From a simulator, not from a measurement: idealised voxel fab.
process module | voxel trench capacitor
Xsec cut, 215 nm wide, square cell size 5 nm.
Cross-section spec: square-cell grid; bands listed top down; each band is one or more rows. The band entry comprises the height of the band's top followed by the height of its bottom, expressed in nm, and subsequently the band's materials from left to right, each stated together with its width in nm. Where a single material is marked with the word "all across", that material fills the band from edge to edge. The word "blank" represents empty space. Where do heights start? At 0: under that level the wafer as delivered is made of one material only. And the lowest band has no floor; it just carries on downward, as in "0 nm and below". Width "30 to 40": first value at the band's top row of cells, second value at its bottom row, equal change from row to row. "changes: none" -> step changed no cross-section cell. Closed empty spaces (no open way to the top) of 8 cells or more are what "Unvented internal voids" lists, each as width x height at distance from the left edge, nm for all three. Note: text after step settings on the step line = simulator remark on that step. If you see "overlay nm" on a step's line and that step has a mask, it's telling you how far right of where it was planned the mask ended up; a negative number means it went left instead.

Process steps (planned)
1: RECEIVE | material Si
2: CONFORMAL_DEP | material SiN | thk nm 10
3: DIRECTIONAL_DEP | material aC | thk nm 15
4: PATTERN | tone open | mask id TRENCH | material resist | width nm 30 | pitch nm 50 | thk nm 30 | overlay nm 0
5: DIRECTIONAL_ETCH | etch materials aC | depth nm 15
6: STRIP | etch materials resist
7: DIRECTIONAL_ETCH | etch materials SiN | depth nm 10
8: DIRECTIONAL_ETCH | etch materials Si | depth nm 35
9: STRIP | etch materials aC
10: CONFORMAL_DEP | material HfO2 | thk nm 5
11: CONFORMAL_DEP | material TiN | thk nm 5
12: FILL_DEP | material W | thk nm 10
13: CMP | height nm 10

Received-state cross-section, reflecting completion of step 1
	0 nm and below  Si all across
	Unvented internal voids: none

The first of the two wafers as seen in cross-section once the module was finished; processing followed the plan
	10 nm to 0 nm  15 SiN; 5 HfO2; 5 TiN; 10 W; 5 TiN; 5 HfO2; 20 SiN; 5 HfO2; 5 TiN; 10 W; 5 TiN; 5 HfO2; 20 SiN; 5 HfO2; 5 TiN; 10 W; 5 TiN; 5 HfO2; 20 SiN; 5 HfO2; 5 TiN; 10 W; 5 TiN; 5 HfO2; 20 SiN
	0 nm to -25 nm  15 Si; 5 HfO2; 5 TiN; 10 W; 5 TiN; 5 HfO2; 20 Si; 5 HfO2; 5 TiN; 10 W; 5 TiN; 5 HfO2; 20 Si; 5 HfO2; 5 TiN; 10 W; 5 TiN; 5 HfO2; 20 Si; 5 HfO2; 5 TiN; 10 W; 5 TiN; 5 HfO2; 20 Si
	-25 nm to -30 nm  15 Si; 5 HfO2; 20 TiN; 5 HfO2; 20 Si; 5 HfO2; 20 TiN; 5 HfO2; 20 Si; 5 HfO2; 20 TiN; 5 HfO2; 20 Si; 5 HfO2; 20 TiN; 5 HfO2; 20 Si
	-30 nm to -35 nm  15 Si; 30 HfO2; 20 Si; 30 HfO2; 20 Si; 30 HfO2; 20 Si; 30 HfO2; 20 Si
	-35 nm and below  Si all across
	Unvented internal voids: none

Wafer two, sectioned after the module: the first wafer's start, the first wafer's plan, and one mistake in how it was run
	10 nm to 0 nm  5 W; 5 TiN; 5 HfO2; 30 SiN; 5 HfO2; 10 TiN; 5 HfO2; 30 SiN; 5 HfO2; 10 TiN; 5 HfO2; 30 SiN; 5 HfO2; 10 TiN; 5 HfO2; 30 SiN; 5 HfO2; 5 TiN; 10 W
	0 nm to -25 nm  5 W; 5 TiN; 5 HfO2; 30 Si; 5 HfO2; 10 TiN; 5 HfO2; 30 Si; 5 HfO2; 10 TiN; 5 HfO2; 30 Si; 5 HfO2; 10 TiN; 5 HfO2; 30 Si; 5 HfO2; 5 TiN; 10 W
	-25 nm to -30 nm  10 TiN; 5 HfO2; 30 Si; 5 HfO2; 10 TiN; 5 HfO2; 30 Si; 5 HfO2; 10 TiN; 5 HfO2; 30 Si; 5 HfO2; 10 TiN; 5 HfO2; 30 Si; 5 HfO2; 15 TiN
	-30 nm to -35 nm  15 HfO2; 30 Si; 20 HfO2; 30 Si; 20 HfO2; 30 Si; 20 HfO2; 30 Si; 20 HfO2
	-35 nm and below  Si all across
	Unvented internal voids: none
Want to know what went wrong? it should be noted that step 4 was executed with settings other than those planned, the operation and settings actually applied being PATTERN | tone cover | mask id TRENCH | material resist | width nm 30 | pitch nm 50 | thk nm 30 | overlay nm 0
The closing comparison, in cells, has the second wafer with more or fewer of some materials than the first: -5 HfO2; +35 Si; +10 SiN; -5 TiN; -35 W
